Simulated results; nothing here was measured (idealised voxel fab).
The following process module bears the name voxel ribs on slabs.
FYI the section here is cut, 285 nm wide, cells are 5 nm squares.
Think of the cross-section as a grid of square cells. We describe it in bands, top to bottom, and each band covers one or more rows of those cells. Quick guide to a band line: top height, bottom height (nm) up front; then every material left to right with its width in nm. Only one material and it's marked "full width"? Then it fills the band edge to edge. And "blank" just means empty space. Beneath 0, the wafer as received is one material, and that level is where height counting begins. The lowest band goes on downward without a bottom; it is written like "0 -> down". The two numbers in a width such as "30 to 40" mark its ends across the band: the first belongs to the top row of cells, the second to the bottom row, and from each row to the next the width moves by the same amount. Any step labelled "nothing was modified" changed none of the cells in the cross-section. Each empty space that has no open way to the top and spans at least 8 cells appears under "Enclosed empty spaces" as width x height at distance, the distance counted from the left edge, all in nm. Step line, after settings: the simulator's comment on this step. Regarding "overlay nm": on a step with a mask, it is the distance the mask lay to the right of its planned place; a negative value places it to the left.
### Process steps - plan
1: RECEIVE (material Si)
2: DIRECTIONAL_DEP (material SiO2; thk nm 20)
3: DIRECTIONAL_DEP (material polySi; thk nm 15)
4: PATTERN (tone cover; mask id RIB; material resist; width nm 20; thk nm 15; overlay nm 0)
5: DIRECTIONAL_ETCH (etch materials polySi; depth nm 5)
6: STRIP (etch materials resist)
7: MASKED_ETCH (tone cover; mask id SLAB; width nm 60; etch materials polySi; depth nm 10; overlay nm 0)
8: FILL_DEP (material SiO2; thk nm 20)
9: CMP (height nm 50)
10: DIRECTIONAL_DEP (material TiN; thk nm 5)
11: PATTERN (tone cover; mask id HEATER; material resist; width nm 30; thk nm 20; overlay nm 0)
12: DIRECTIONAL_ETCH (etch materials TiN; depth nm 5)
13: STRIP (etch materials resist)
14: CONFORMAL_DEP (material SiN; thk nm 10)
### Cross-section of the wafer as it came to us, i.e., already through step 1
* 0 -> down = Si full width
* Enclosed empty spaces: none
### Result of the module, cross-sectioned: start per above, plan per above, one error in how it was run
* 65 -> 60 = blank 115, then SiN 50, then blank 120
* 60 -> 55 = SiN full width
* 55 -> 50 = SiN 125, then TiN 30, then SiN 130
* 50 -> 40 = SiO2 full width
* 40 -> 35 = SiO2 130, then polySi 20, then SiO2 135
* 35 -> 25 = SiO2 110, then polySi 60, then SiO2 115
* 25 -> 0 = SiO2 full width
* 0 -> down = Si full width
* Enclosed empty spaces: none
Error vs. plan: step 2 did not happen as planned, as run it was DIRECTIONAL_DEP (material SiO2; thk nm 25)
